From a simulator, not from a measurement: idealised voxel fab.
A process module follows: voxel wiring stack.
Square cell edge 5 nm, section width 275 nm, ID cut.
This document writes a cross-section as a grid whose cells are square, and gives it as bands, listed from the top down; one or more rows of cells form a band.
Basically the band line says how high the top is and how high the bottom is, in nm, and then what's in it from left to right, every material with its width in nm. Empty space shows up as "air", and if a single material carries "throughout" it runs the full band edge to edge.
Where do heights start? At 0: under that level the wafer as delivered is made of one material only. And the lowest band has no floor; it just carries on downward, as in "from 0 down".
A width such as "30->40" changes by the same amount from each row of cells to the next, from the band's top row to its bottom row.
It should be understood that the words "no alteration", when stated for a given step, signify that the cross-section underwent no change in any of its cells during that step.
In "Closed void listing" the enclosed voids are listed, meaning empty spaces of 8 cells or larger without any opening to the top. The form is width x height at distance, distance from the left edge, units nm.
Anything after a step's settings on that line? It's the simulator's own note about the step.
The "overlay nm" setting may appear on a step's line; for a step that uses a mask, it gives how far to the right of its planned position the mask lay, and a negative value indicates the left.
[Listed below are the process steps as planned]
- 1: RECEIVE,material Si
- 2: CONFORMAL_DEP,material SiO2,thk nm 10
- 3: CONFORMAL_DEP,material SiN,thk nm 5
- 4: DIRECTIONAL_DEP,material SiO2,thk nm 15
- 5: DIRECTIONAL_DEP,material aC,thk nm 10
- 6: PATTERN,tone open,mask id METAL_1,material resist,width nm 20,pitch nm 40,thk nm 25,overlay nm 0
- 7: DIRECTIONAL_ETCH,etch materials aC,depth nm 10
- 8: STRIP,etch materials resist
- 9: DIRECTIONAL_ETCH,etch materials SiO2,depth nm 15
- 10: DIRECTIONAL_ETCH,etch materials SiN,depth nm 5
- 11: STRIP,etch materials aC
- 12: CONFORMAL_DEP,material TiN,thk nm 5
- 13: FILL_DEP,material Cu,thk nm 5
- 14: CMP,height nm 30
- 15: CONFORMAL_DEP,material SiCN,thk nm 5
- 16: DIRECTIONAL_DEP,material SiO2,thk nm 20
- 17: MASKED_ETCH,tone open,mask id PLUG_1,width nm 15,pitch nm 40,etch materials SiO2,depth nm 20,overlay nm 0
- 18: MASKED_ETCH,tone open,mask id PLUG_1,width nm 15,pitch nm 40,etch materials SiCN,depth nm 5,overlay nm 0
- 19: EPI,material Ru,thk nm 10
- 20: EPI,material Ru,thk nm 10
- 21: EPI,material Ru,thk nm 5
- 22: CONFORMAL_DEP,material SiN,thk nm 5
- 23: DIRECTIONAL_DEP,material SiO2,thk nm 20
- 24: DIRECTIONAL_DEP,material aC,thk nm 10
- 25: PATTERN,tone open,mask id METAL_2,material resist,width nm 20,pitch nm 40,thk nm 25,overlay nm 0
- 26: DIRECTIONAL_ETCH,etch materials aC,depth nm 10
- 27: STRIP,etch materials resist
- 28: DIRECTIONAL_ETCH,etch materials SiO2,depth nm 20
- 29: DIRECTIONAL_ETCH,etch materials SiN,depth nm 5
- 30: STRIP,etch materials aC
- 31: CONFORMAL_DEP,material TiN,thk nm 5
- 32: FILL_DEP,material Ru,thk nm 10
- 33: CMP,height nm 80
- 34: CONFORMAL_DEP,material SiCN,thk nm 5
- 35: DIRECTIONAL_DEP,material lowk,thk nm 20
- 36: DIRECTIONAL_DEP,material aC,thk nm 15
- 37: PATTERN,tone open,mask id PLUG_2,material resist,width nm 15,pitch nm 40,thk nm 30,overlay nm 0
- 38: DIRECTIONAL_ETCH,etch materials aC,depth nm 15
- 39: STRIP,etch materials resist
- 40: DIRECTIONAL_ETCH,etch materials lowk,depth nm 20
- 41: DIRECTIONAL_ETCH,etch materials SiCN,depth nm 5
- 42: STRIP,etch materials aC
- 43: CONFORMAL_DEP,material TiN,thk nm 5
- 44: FILL_DEP,material W,thk nm 10
- 45: CMP,height nm 105
- 46: DIRECTIONAL_DEP,material TiN,thk nm 5
- 47: DIRECTIONAL_DEP,material W,thk nm 15
- 48: MASKED_ETCH,tone cover,mask id METAL_3,width nm 20,pitch nm 40,etch materials W,depth nm 15,overlay nm 0
- 49: MASKED_ETCH,tone cover,mask id METAL_3,width nm 20,pitch nm 40,etch materials TiN,depth nm 5,overlay nm 0
- 50: FILL_DEP,material lowk,thk nm 5
- 51: CMP,height nm 125
- 52: CONFORMAL_DEP,material SiCN,thk nm 5
[What follows covers the first of two wafers; it ran as planned]
[Cross-section of the wafer at receipt, which is the condition after step 1]
- from 0 down  Si throughout
- Closed void listing: none
[Step 2 done - wafer cross-section]
- from 10 to 0  SiO2 throughout
- Below 0, the layers are the same as they were.
[Step 3 done - wafer cross-section]
- from 15 to 10  SiN throughout
- Below 10, the layers are the same as they were.
[Step 4 done - wafer cross-section]
- from 30 to 15  SiO2 throughout
- Below 15, the layers are the same as they were.
[Step 5 done - wafer cross-section]
- from 40 to 30  aC throughout
- Below 30, the layers are the same as they were.
[Step 6 done - wafer cross-section]
- from 65 to 40  resist (65)  air (20)  resist (20)  air (20)  resist (20)  air (20)  resist (20)  air (20)  resist (70)
- Below 40, the layers are the same as they were.
[Step 7 done - wafer cross-section]
- from 55 to 40  resist (65)  air (20)  resist (20)  air (20)  resist (20)  air (20)  resist (20)  air (20)  resist (70)
- from 40 to 30  aC (65)  air (20)  aC (20)  air (20)  aC (20)  air (20)  aC (20)  air (20)  aC (70)
- Below 30, the layers are the same as they were.
[Step 8 done - wafer cross-section]
- from 40 to 30  aC (65)  air (20)  aC (20)  air (20)  aC (20)  air (20)  aC (20)  air (20)  aC (70)
- Below 30, the layers are the same as they were.
[Step 9 done - wafer cross-section]
- from 40 to 30  aC (65)  air (20)  aC (20)  air (20)  aC (20)  air (20)  aC (20)  air (20)  aC (70)
- from 30 to 15  SiO2 (65)  air (20)  SiO2 (20)  air (20)  SiO2 (20)  air (20)  SiO2 (20)  air (20)  SiO2 (70)
- Below 15, the layers are the same as they were.
[Step 10 done - wafer cross-section]
- from 40 to 30  aC (65)  air (20)  aC (20)  air (20)  aC (20)  air (20)  aC (20)  air (20)  aC (70)
- from 30 to 15  SiO2 (65)  air (20)  SiO2 (20)  air (20)  SiO2 (20)  air (20)  SiO2 (20)  air (20)  SiO2 (70)
- from 15 to 10  SiN (65)  air (20)  SiN (20)  air (20)  SiN (20)  air (20)  SiN (20)  air (20)  SiN (70)
- Below 10, the layers are the same as they were.
[Step 11 done - wafer cross-section]
- from 30 to 15  SiO2 (65)  air (20)  SiO2 (20)  air (20)  SiO2 (20)  air (20)  SiO2 (20)  air (20)  SiO2 (70)
- Below 15, the layers are the same as they were.
[Step 12 done - wafer cross-section]
- from 35 to 30  TiN (70)  air (10)  TiN (30)  air (10)  TiN (30)  air (10)  TiN (30)  air (10)  TiN (75)
- from 30 to 15  SiO2 (65)  TiN (5)  air (10)  TiN (5)  SiO2 (20)  TiN (5)  air (10)  TiN (5)  SiO2 (20)  TiN (5)  air (10)  TiN (5)  SiO2 (20)  TiN (5)  air (10)  TiN (5)  SiO2 (70)
- from 15 to 10  SiN (65)  TiN (20)  SiN (20)  TiN (20)  SiN (20)  TiN (20)  SiN (20)  TiN (20)  SiN (70)
- Below 10, the layers are the same as they were.
[Step 13 done - wafer cross-section]
- from 40 to 35  Cu throughout
- from 35 to 30  TiN (70)  Cu (10)  TiN (30)  Cu (10)  TiN (30)  Cu (10)  TiN (30)  Cu (10)  TiN (75)
- from 30 to 15  SiO2 (65)  TiN (5)  Cu (10)  TiN (5)  SiO2 (20)  TiN (5)  Cu (10)  TiN (5)  SiO2 (20)  TiN (5)  Cu (10)  TiN (5)  SiO2 (20)  TiN (5)  Cu (10)  TiN (5)  SiO2 (70)
- Below 15, the layers are the same as they were.
[Step 14 done - wafer cross-section]
- from 30 to 15  SiO2 (65)  TiN (5)  Cu (10)  TiN (5)  SiO2 (20)  TiN (5)  Cu (10)  TiN (5)  SiO2 (20)  TiN (5)  Cu (10)  TiN (5)  SiO2 (20)  TiN (5)  Cu (10)  TiN (5)  SiO2 (70)
- Below 15, the layers are the same as they were.
[Step 15 done - wafer cross-section]
- from 35 to 30  SiCN throughout
- Below 30, the layers are the same as they were.
[Step 16 done - wafer cross-section]
- from 55 to 35  SiO2 throughout
- Below 35, the layers are the same as they were.
[Step 17 done - wafer cross-section]
- from 55 to 35  SiO2 (65)  air (15)  SiO2 (25)  air (15)  SiO2 (25)  air (15)  SiO2 (25)  air (15)  SiO2 (75)
- Below 35, the layers are the same as they were.
[Step 18 done - wafer cross-section]
- from 55 to 35  SiO2 (65)  air (15)  SiO2 (25)  air (15)  SiO2 (25)  air (15)  SiO2 (25)  air (15)  SiO2 (75)
- from 35 to 30  SiCN (65)  air (15)  SiCN (25)  air (15)  SiCN (25)  air (15)  SiCN (25)  air (15)  SiCN (75)
- Below 30, the layers are the same as they were.
[Step 19 done - wafer cross-section]
- from 55 to 40  SiO2 (65)  air (15)  SiO2 (25)  air (15)  SiO2 (25)  air (15)  SiO2 (25)  air (15)  SiO2 (75)
- from 40 to 35  SiO2 (65)  Ru (15)  SiO2 (25)  Ru (15)  SiO2 (25)  Ru (15)  SiO2 (25)  Ru (15)  SiO2 (75)
- from 35 to 30  SiCN (65)  Ru (15)  SiCN (25)  Ru (15)  SiCN (25)  Ru (15)  SiCN (25)  Ru (15)  SiCN (75)
- Below 30, the layers are the same as they were.
[Step 20 done - wafer cross-section]
- from 55 to 50  SiO2 (65)  air (15)  SiO2 (25)  air (15)  SiO2 (25)  air (15)  SiO2 (25)  air (15)  SiO2 (75)
- from 50 to 35  SiO2 (65)  Ru (15)  SiO2 (25)  Ru (15)  SiO2 (25)  Ru (15)  SiO2 (25)  Ru (15)  SiO2 (75)
- Below 35, the layers are the same as they were.
[Step 21 done - wafer cross-section]
- from 55 to 35  SiO2 (65)  Ru (15)  SiO2 (25)  Ru (15)  SiO2 (25)  Ru (15)  SiO2 (25)  Ru (15)  SiO2 (75)
- Below 35, the layers are the same as they were.
[Step 22 done - wafer cross-section]
- from 60 to 55  SiN throughout
- Below 55, the layers are the same as they were.
[Step 23 done - wafer cross-section]
- from 80 to 60  SiO2 throughout
- Below 60, the layers are the same as they were.
[Step 24 done - wafer cross-section]
- from 90 to 80  aC throughout
- Below 80, the layers are the same as they were.
[Step 25 done - wafer cross-section]
- from 115 to 90  resist (65)  air (20)  resist (20)  air (20)  resist (20)  air (20)  resist (20)  air (20)  resist (70)
- Below 90, the layers are the same as they were.
[Step 26 done - wafer cross-section]
- from 105 to 90  resist (65)  air (20)  resist (20)  air (20)  resist (20)  air (20)  resist (20)  air (20)  resist (70)
- from 90 to 80  aC (65)  air (20)  aC (20)  air (20)  aC (20)  air (20)  aC (20)  air (20)  aC (70)
- Below 80, the layers are the same as they were.
[Step 27 done - wafer cross-section]
- from 90 to 80  aC (65)  air (20)  aC (20)  air (20)  aC (20)  air (20)  aC (20)  air (20)  aC (70)
- Below 80, the layers are the same as they were.
[Step 28 done - wafer cross-section]
- from 90 to 80  aC (65)  air (20)  aC (20)  air (20)  aC (20)  air (20)  aC (20)  air (20)  aC (70)
- from 80 to 60  SiO2 (65)  air (20)  SiO2 (20)  air (20)  SiO2 (20)  air (20)  SiO2 (20)  air (20)  SiO2 (70)
- Below 60, the layers are the same as they were.
[Step 29 done - wafer cross-section]
- from 90 to 80  aC (65)  air (20)  aC (20)  air (20)  aC (20)  air (20)  aC (20)  air (20)  aC (70)
- from 80 to 60  SiO2 (65)  air (20)  SiO2 (20)  air (20)  SiO2 (20)  air (20)  SiO2 (20)  air (20)  SiO2 (70)
- from 60 to 55  SiN (65)  air (20)  SiN (20)  air (20)  SiN (20)  air (20)  SiN (20)  air (20)  SiN (70)
- Below 55, the layers are the same as they were.
[Step 30 done - wafer cross-section]
- from 80 to 60  SiO2 (65)  air (20)  SiO2 (20)  air (20)  SiO2 (20)  air (20)  SiO2 (20)  air (20)  SiO2 (70)
- Below 60, the layers are the same as they were.
[Step 31 done - wafer cross-section]
- from 85 to 80  TiN (70)  air (10)  TiN (30)  air (10)  TiN (30)  air (10)  TiN (30)  air (10)  TiN (75)
- from 80 to 60  SiO2 (65)  TiN (5)  air (10)  TiN (5)  SiO2 (20)  TiN (5)  air (10)  TiN (5)  SiO2 (20)  TiN (5)  air (10)  TiN (5)  SiO2 (20)  TiN (5)  air (10)  TiN (5)  SiO2 (70)
- from 60 to 55  SiN (65)  TiN (20)  SiN (20)  TiN (20)  SiN (20)  TiN (20)  SiN (20)  TiN (20)  SiN (70)
- Below 55, the layers are the same as they were.
[Step 32 done - wafer cross-section]
- from 95 to 85  Ru throughout
- from 85 to 80  TiN (70)  Ru (10)  TiN (30)  Ru (10)  TiN (30)  Ru (10)  TiN (30)  Ru (10)  TiN (75)
- from 80 to 60  SiO2 (65)  TiN (5)  Ru (10)  TiN (5)  SiO2 (20)  TiN (5)  Ru (10)  TiN (5)  SiO2 (20)  TiN (5)  Ru (10)  TiN (5)  SiO2 (20)  TiN (5)  Ru (10)  TiN (5)  SiO2 (70)
- Below 60, the layers are the same as they were.
[Step 33 done - wafer cross-section]
- from 80 to 60  SiO2 (65)  TiN (5)  Ru (10)  TiN (5)  SiO2 (20)  TiN (5)  Ru (10)  TiN (5)  SiO2 (20)  TiN (5)  Ru (10)  TiN (5)  SiO2 (20)  TiN (5)  Ru (10)  TiN (5)  SiO2 (70)
- Below 60, the layers are the same as they were.
[Step 34 done - wafer cross-section]
- from 85 to 80  SiCN throughout
- Below 80, the layers are the same as they were.
[Step 35 done - wafer cross-section]
- from 105 to 85  lowk throughout
- Below 85, the layers are the same as they were.
[Step 36 done - wafer cross-section]
- from 120 to 105  aC throughout
- Below 105, the layers are the same as they were.
[Step 37 done - wafer cross-section]
- from 150 to 120  resist (65)  air (15)  resist (25)  air (15)  resist (25)  air (15)  resist (25)  air (15)  resist (75)
- Below 120, the layers are the same as they were.
[Step 38 done - wafer cross-section]
- from 135 to 120  resist (65)  air (15)  resist (25)  air (15)  resist (25)  air (15)  resist (25)  air (15)  resist (75)
- from 120 to 105  aC (65)  air (15)  aC (25)  air (15)  aC (25)  air (15)  aC (25)  air (15)  aC (75)
- Below 105, the layers are the same as they were.
[Step 39 done - wafer cross-section]
- from 120 to 105  aC (65)  air (15)  aC (25)  air (15)  aC (25)  air (15)  aC (25)  air (15)  aC (75)
- Below 105, the layers are the same as they were.
[Step 40 done - wafer cross-section]
- from 120 to 105  aC (65)  air (15)  aC (25)  air (15)  aC (25)  air (15)  aC (25)  air (15)  aC (75)
- from 105 to 85  lowk (65)  air (15)  lowk (25)  air (15)  lowk (25)  air (15)  lowk (25)  air (15)  lowk (75)
- Below 85, the layers are the same as they were.
[Step 41 done - wafer cross-section]
- from 120 to 105  aC (65)  air (15)  aC (25)  air (15)  aC (25)  air (15)  aC (25)  air (15)  aC (75)
- from 105 to 85  lowk (65)  air (15)  lowk (25)  air (15)  lowk (25)  air (15)  lowk (25)  air (15)  lowk (75)
- from 85 to 80  SiCN (65)  air (15)  SiCN (25)  air (15)  SiCN (25)  air (15)  SiCN (25)  air (15)  SiCN (75)
- Below 80, the layers are the same as they were.
[Step 42 done - wafer cross-section]
- from 105 to 85  lowk (65)  air (15)  lowk (25)  air (15)  lowk (25)  air (15)  lowk (25)  air (15)  lowk (75)
- Below 85, the layers are the same as they were.
[Step 43 done - wafer cross-section]
- from 110 to 105  TiN (70)  air (5)  TiN (35)  air (5)  TiN (35)  air (5)  TiN (35)  air (5)  TiN (80)
- from 105 to 85  lowk (65)  TiN (5)  air (5)  TiN (5)  lowk (25)  TiN (5)  air (5)  TiN (5)  lowk (25)  TiN (5)  air (5)  TiN (5)  lowk (25)  TiN (5)  air (5)  TiN (5)  lowk (75)
- from 85 to 80  SiCN (65)  TiN (15)  SiCN (25)  TiN (15)  SiCN (25)  TiN (15)  SiCN (25)  TiN (15)  SiCN (75)
- Below 80, the layers are the same as they were.
[Step 44 done - wafer cross-section]
- from 120 to 110  W throughout
- from 110 to 105  TiN (70)  W (5)  TiN (35)  W (5)  TiN (35)  W (5)  TiN (35)  W (5)  TiN (80)
- from 105 to 85  lowk (65)  TiN (5)  W (5)  TiN (5)  lowk (25)  TiN (5)  W (5)  TiN (5)  lowk (25)  TiN (5)  W (5)  TiN (5)  lowk (25)  TiN (5)  W (5)  TiN (5)  lowk (75)
- Below 85, the layers are the same as they were.
[Step 45 done - wafer cross-section]
- from 105 to 85  lowk (65)  TiN (5)  W (5)  TiN (5)  lowk (25)  TiN (5)  W (5)  TiN (5)  lowk (25)  TiN (5)  W (5)  TiN (5)  lowk (25)  TiN (5)  W (5)  TiN (5)  lowk (75)
- Below 85, the layers are the same as they were.
[Step 46 done - wafer cross-section]
- from 110 to 105  TiN throughout
- Below 105, the layers are the same as they were.
[Step 47 done - wafer cross-section]
- from 125 to 110  W throughout
- Below 110, the layers are the same as they were.
[Step 48 done - wafer cross-section]
- from 125 to 110  air (65)  W (20)  air (20)  W (20)  air (20)  W (20)  air (20)  W (20)  air (70)
- Below 110, the layers are the same as they were.
[Step 49 done - wafer cross-section]
- from 125 to 110  air (65)  W (20)  air (20)  W (20)  air (20)  W (20)  air (20)  W (20)  air (70)
- from 110 to 105  air (65)  TiN (20)  air (20)  TiN (20)  air (20)  TiN (20)  air (20)  TiN (20)  air (70)
- Below 105, the layers are the same as they were.
[Step 50 done - wafer cross-section]
- from 130 to 125  lowk throughout
- from 125 to 110  lowk (65)  W (20)  lowk (20)  W (20)  lowk (20)  W (20)  lowk (20)  W (20)  lowk (70)
- from 110 to 105  lowk (65)  TiN (20)  lowk (20)  TiN (20)  lowk (20)  TiN (20)  lowk (20)  TiN (20)  lowk (70)
- Below 105, the layers are the same as they were.
[Step 51 done - wafer cross-section]
- from 125 to 110  lowk (65)  W (20)  lowk (20)  W (20)  lowk (20)  W (20)  lowk (20)  W (20)  lowk (70)
- Below 110, the layers are the same as they were.
[Step 52 done - wafer cross-section]
- from 130 to 125  SiCN throughout
- Below 125, the layers are the same as they were.
[The remaining wafer, second of the two, started like the first and was run to the same plan, except that one mistake was made along the way; the two coincide through step 16, inclusive]
[At the planned end of step 17, the second wafer in cross-section]
- from 55 to 35  air (65)  SiO2 (15)  air (25)  SiO2 (15)  air (25)  SiO2 (15)  air (25)  SiO2 (15)  air (75)
- Below 35, the layers are the same as they were.
At the planned end of step 18, the second wafer in cross-section: no alteration
At the planned end of step 19, the second wafer in cross-section: no alteration
At the planned end of step 20, the second wafer in cross-section: no alteration
At the planned end of step 21, the second wafer in cross-section: no alteration
[At the planned end of step 22, the second wafer in cross-section]
- from 60 to 55  air (60)  SiN (25)  air (15)  SiN (25)  air (15)  SiN (25)  air (15)  SiN (25)  air (70)
- from 55 to 40  air (60)  SiN (5)  SiO2 (15)  SiN (5)  air (15)  SiN (5)  SiO2 (15)  SiN (5)  air (15)  SiN (5)  SiO2 (15)  SiN (5)  air (15)  SiN (5)  SiO2 (15)  SiN (5)  air (70)
- from 40 to 35  SiN (65)  SiO2 (15)  SiN (25)  SiO2 (15)  SiN (25)  SiO2 (15)  SiN (25)  SiO2 (15)  SiN (75)
- Below 35, the layers are the same as they were.
[At the planned end of step 23, the second wafer in cross-section]
- from 80 to 60  air (60)  SiO2 (25)  air (15)  SiO2 (25)  air (15)  SiO2 (25)  air (15)  SiO2 (25)  air (70)
- from 60 to 55  SiO2 (60)  SiN (25)  SiO2 (15)  SiN (25)  SiO2 (15)  SiN (25)  SiO2 (15)  SiN (25)  SiO2 (70)
- from 55 to 40  SiO2 (60)  SiN (5)  SiO2 (15)  SiN (5)  SiO2 (15)  SiN (5)  SiO2 (15)  SiN (5)  SiO2 (15)  SiN (5)  SiO2 (15)  SiN (5)  SiO2 (15)  SiN (5)  SiO2 (15)  SiN (5)  SiO2 (70)
- Below 40, the layers are the same as they were.
[At the planned end of step 24, the second wafer in cross-section]
- from 90 to 80  air (60)  aC (25)  air (15)  aC (25)  air (15)  aC (25)  air (15)  aC (25)  air (70)
- from 80 to 70  air (60)  SiO2 (25)  air (15)  SiO2 (25)  air (15)  SiO2 (25)  air (15)  SiO2 (25)  air (70)
- from 70 to 60  aC (60)  SiO2 (25)  aC (15)  SiO2 (25)  aC (15)  SiO2 (25)  aC (15)  SiO2 (25)  aC (70)
- Below 60, the layers are the same as they were.
[At the planned end of step 25, the second wafer in cross-section]
- from 115 to 90  resist (65)  air (20)  resist (20)  air (20)  resist (20)  air (20)  resist (20)  air (20)  resist (70)
- from 90 to 80  resist (60)  aC (25)  resist (15)  aC (25)  resist (15)  aC (25)  resist (15)  aC (25)  resist (70)
- from 80 to 70  resist (60)  SiO2 (25)  resist (15)  SiO2 (25)  resist (15)  SiO2 (25)  resist (15)  SiO2 (25)  resist (70)
- Below 70, the layers are the same as they were.
[At the planned end of step 26, the second wafer in cross-section]
- from 105 to 90  resist (65)  air (20)  resist (20)  air (20)  resist (20)  air (20)  resist (20)  air (20)  resist (70)
- from 90 to 80  resist (60)  aC (5)  air (20)  resist (15)  aC (5)  air (20)  resist (15)  aC (5)  air (20)  resist (15)  aC (5)  air (20)  resist (70)
- Below 80, the layers are the same as they were.
[At the planned end of step 27, the second wafer in cross-section]
- from 90 to 80  air (60)  aC (5)  air (35)  aC (5)  air (35)  aC (5)  air (35)  aC (5)  air (90)
- from 80 to 70  air (60)  SiO2 (25)  air (15)  SiO2 (25)  air (15)  SiO2 (25)  air (15)  SiO2 (25)  air (70)
- Below 70, the layers are the same as they were.
[At the planned end of step 28, the second wafer in cross-section]
- from 90 to 80  air (60)  aC (5)  air (35)  aC (5)  air (35)  aC (5)  air (35)  aC (5)  air (90)
- from 80 to 70  air (60)  SiO2 (5)  air (35)  SiO2 (5)  air (35)  SiO2 (5)  air (35)  SiO2 (5)  air (90)
- from 70 to 60  aC (60)  SiO2 (5)  air (20)  aC (15)  SiO2 (5)  air (20)  aC (15)  SiO2 (5)  air (20)  aC (15)  SiO2 (5)  air (20)  aC (70)
- Below 60, the layers are the same as they were.
[At the planned end of step 29, the second wafer in cross-section]
- from 90 to 80  air (60)  aC (5)  air (35)  aC (5)  air (35)  aC (5)  air (35)  aC (5)  air (90)
- from 80 to 70  air (60)  SiO2 (5)  air (35)  SiO2 (5)  air (35)  SiO2 (5)  air (35)  SiO2 (5)  air (90)
- from 70 to 60  aC (60)  SiO2 (5)  air (20)  aC (15)  SiO2 (5)  air (20)  aC (15)  SiO2 (5)  air (20)  aC (15)  SiO2 (5)  air (20)  aC (70)
- from 60 to 55  SiO2 (60)  SiN (5)  air (20)  SiO2 (15)  SiN (5)  air (20)  SiO2 (15)  SiN (5)  air (20)  SiO2 (15)  SiN (5)  air (20)  SiO2 (70)
- Below 55, the layers are the same as they were.
[At the planned end of step 30, the second wafer in cross-section]
- from 80 to 60  air (60)  SiO2 (5)  air (35)  SiO2 (5)  air (35)  SiO2 (5)  air (35)  SiO2 (5)  air (90)
- Below 60, the layers are the same as they were.
[At the planned end of step 31, the second wafer in cross-section]
- from 85 to 80  air (55)  TiN (15)  air (25)  TiN (15)  air (25)  TiN (15)  air (25)  TiN (15)  air (85)
- from 80 to 65  air (55)  TiN (5)  SiO2 (5)  TiN (5)  air (25)  TiN (5)  SiO2 (5)  TiN (5)  air (25)  TiN (5)  SiO2 (5)  TiN (5)  air (25)  TiN (5)  SiO2 (5)  TiN (5)  air (85)
- from 65 to 60  TiN (60)  SiO2 (5)  TiN (5)  air (10)  TiN (20)  SiO2 (5)  TiN (5)  air (10)  TiN (20)  SiO2 (5)  TiN (5)  air (10)  TiN (20)  SiO2 (5)  TiN (5)  air (10)  TiN (75)
- from 60 to 55  SiO2 (60)  SiN (5)  TiN (20)  SiO2 (15)  SiN (5)  TiN (20)  SiO2 (15)  SiN (5)  TiN (20)  SiO2 (15)  SiN (5)  TiN (20)  SiO2 (70)
- Below 55, the layers are the same as they were.
[At the planned end of step 32, the second wafer in cross-section]
- from 95 to 85  Ru throughout
- from 85 to 80  Ru (55)  TiN (15)  Ru (25)  TiN (15)  Ru (25)  TiN (15)  Ru (25)  TiN (15)  Ru (85)
- from 80 to 65  Ru (55)  TiN (5)  SiO2 (5)  TiN (5)  Ru (25)  TiN (5)  SiO2 (5)  TiN (5)  Ru (25)  TiN (5)  SiO2 (5)  TiN (5)  Ru (25)  TiN (5)  SiO2 (5)  TiN (5)  Ru (85)
- from 65 to 60  TiN (60)  SiO2 (5)  TiN (5)  Ru (10)  TiN (20)  SiO2 (5)  TiN (5)  Ru (10)  TiN (20)  SiO2 (5)  TiN (5)  Ru (10)  TiN (20)  SiO2 (5)  TiN (5)  Ru (10)  TiN (75)
- Below 60, the layers are the same as they were.
[At the planned end of step 33, the second wafer in cross-section]
- from 80 to 65  Ru (55)  TiN (5)  SiO2 (5)  TiN (5)  Ru (25)  TiN (5)  SiO2 (5)  TiN (5)  Ru (25)  TiN (5)  SiO2 (5)  TiN (5)  Ru (25)  TiN (5)  SiO2 (5)  TiN (5)  Ru (85)
- Below 65, the layers are the same as they were.
[At the planned end of step 34, the second wafer in cross-section]
- from 85 to 80  SiCN throughout
- Below 80, the layers are the same as they were.
[At the planned end of step 35, the second wafer in cross-section]
- from 105 to 85  lowk throughout
- Below 85, the layers are the same as they were.
[At the planned end of step 36, the second wafer in cross-section]
- from 120 to 105  aC throughout
- Below 105, the layers are the same as they were.
[At the planned end of step 37, the second wafer in cross-section]
- from 150 to 120  resist (65)  air (15)  resist (25)  air (15)  resist (25)  air (15)  resist (25)  air (15)  resist (75)
- Below 120, the layers are the same as they were.
[At the planned end of step 38, the second wafer in cross-section]
- from 135 to 120  resist (65)  air (15)  resist (25)  air (15)  resist (25)  air (15)  resist (25)  air (15)  resist (75)
- from 120 to 105  aC (65)  air (15)  aC (25)  air (15)  aC (25)  air (15)  aC (25)  air (15)  aC (75)
- Below 105, the layers are the same as they were.
[At the planned end of step 39, the second wafer in cross-section]
- from 120 to 105  aC (65)  air (15)  aC (25)  air (15)  aC (25)  air (15)  aC (25)  air (15)  aC (75)
- Below 105, the layers are the same as they were.
[At the planned end of step 40, the second wafer in cross-section]
- from 120 to 105  aC (65)  air (15)  aC (25)  air (15)  aC (25)  air (15)  aC (25)  air (15)  aC (75)
- from 105 to 85  lowk (65)  air (15)  lowk (25)  air (15)  lowk (25)  air (15)  lowk (25)  air (15)  lowk (75)
- Below 85, the layers are the same as they were.
[At the planned end of step 41, the second wafer in cross-section]
- from 120 to 105  aC (65)  air (15)  aC (25)  air (15)  aC (25)  air (15)  aC (25)  air (15)  aC (75)
- from 105 to 85  lowk (65)  air (15)  lowk (25)  air (15)  lowk (25)  air (15)  lowk (25)  air (15)  lowk (75)
- from 85 to 80  SiCN (65)  air (15)  SiCN (25)  air (15)  SiCN (25)  air (15)  SiCN (25)  air (15)  SiCN (75)
- Below 80, the layers are the same as they were.
[At the planned end of step 42, the second wafer in cross-section]
- from 105 to 85  lowk (65)  air (15)  lowk (25)  air (15)  lowk (25)  air (15)  lowk (25)  air (15)  lowk (75)
- Below 85, the layers are the same as they were.
[At the planned end of step 43, the second wafer in cross-section]
- from 110 to 105  TiN (70)  air (5)  TiN (35)  air (5)  TiN (35)  air (5)  TiN (35)  air (5)  TiN (80)
- from 105 to 85  lowk (65)  TiN (5)  air (5)  TiN (5)  lowk (25)  TiN (5)  air (5)  TiN (5)  lowk (25)  TiN (5)  air (5)  TiN (5)  lowk (25)  TiN (5)  air (5)  TiN (5)  lowk (75)
- from 85 to 80  SiCN (65)  TiN (15)  SiCN (25)  TiN (15)  SiCN (25)  TiN (15)  SiCN (25)  TiN (15)  SiCN (75)
- Below 80, the layers are the same as they were.
[At the planned end of step 44, the second wafer in cross-section]
- from 120 to 110  W throughout
- from 110 to 105  TiN (70)  W (5)  TiN (35)  W (5)  TiN (35)  W (5)  TiN (35)  W (5)  TiN (80)
- from 105 to 85  lowk (65)  TiN (5)  W (5)  TiN (5)  lowk (25)  TiN (5)  W (5)  TiN (5)  lowk (25)  TiN (5)  W (5)  TiN (5)  lowk (25)  TiN (5)  W (5)  TiN (5)  lowk (75)
- Below 85, the layers are the same as they were.
[At the planned end of step 45, the second wafer in cross-section]
- from 105 to 85  lowk (65)  TiN (5)  W (5)  TiN (5)  lowk (25)  TiN (5)  W (5)  TiN (5)  lowk (25)  TiN (5)  W (5)  TiN (5)  lowk (25)  TiN (5)  W (5)  TiN (5)  lowk (75)
- Below 85, the layers are the same as they were.
[At the planned end of step 46, the second wafer in cross-section]
- from 110 to 105  TiN throughout
- Below 105, the layers are the same as they were.
[At the planned end of step 47, the second wafer in cross-section]
- from 125 to 110  W throughout
- Below 110, the layers are the same as they were.
[At the planned end of step 48, the second wafer in cross-section]
- from 125 to 110  air (65)  W (20)  air (20)  W (20)  air (20)  W (20)  air (20)  W (20)  air (70)
- Below 110, the layers are the same as they were.
[At the planned end of step 49, the second wafer in cross-section]
- from 125 to 110  air (65)  W (20)  air (20)  W (20)  air (20)  W (20)  air (20)  W (20)  air (70)
- from 110 to 105  air (65)  TiN (20)  air (20)  TiN (20)  air (20)  TiN (20)  air (20)  TiN (20)  air (70)
- Below 105, the layers are the same as they were.
[At the planned end of step 50, the second wafer in cross-section]
- from 130 to 125  lowk throughout
- from 125 to 110  lowk (65)  W (20)  lowk (20)  W (20)  lowk (20)  W (20)  lowk (20)  W (20)  lowk (70)
- from 110 to 105  lowk (65)  TiN (20)  lowk (20)  TiN (20)  lowk (20)  TiN (20)  lowk (20)  TiN (20)  lowk (70)
- Below 105, the layers are the same as they were.
[At the planned end of step 51, the second wafer in cross-section]
- from 125 to 110  lowk (65)  W (20)  lowk (20)  W (20)  lowk (20)  W (20)  lowk (20)  W (20)  lowk (70)
- Below 110, the layers are the same as they were.
[At the planned end of step 52, the second wafer in cross-section]
- from 130 to 125  SiCN throughout
- Below 125, the layers are the same as they were.
Want to know what went wrong? step 17 changed vs plan, executed as MASKED_ETCH,tone cover,mask id PLUG_1,width nm 15,pitch nm 40,etch materials SiO2,depth nm 20,overlay nm 0
It is noted that, at the conclusion of processing, the second wafer exhibits a higher or lower cell count for certain materials relative to the first: 45 more of Ru; 12 more of SiCN; 32 more of SiN; 124 fewer of SiO2; 35 more of TiN
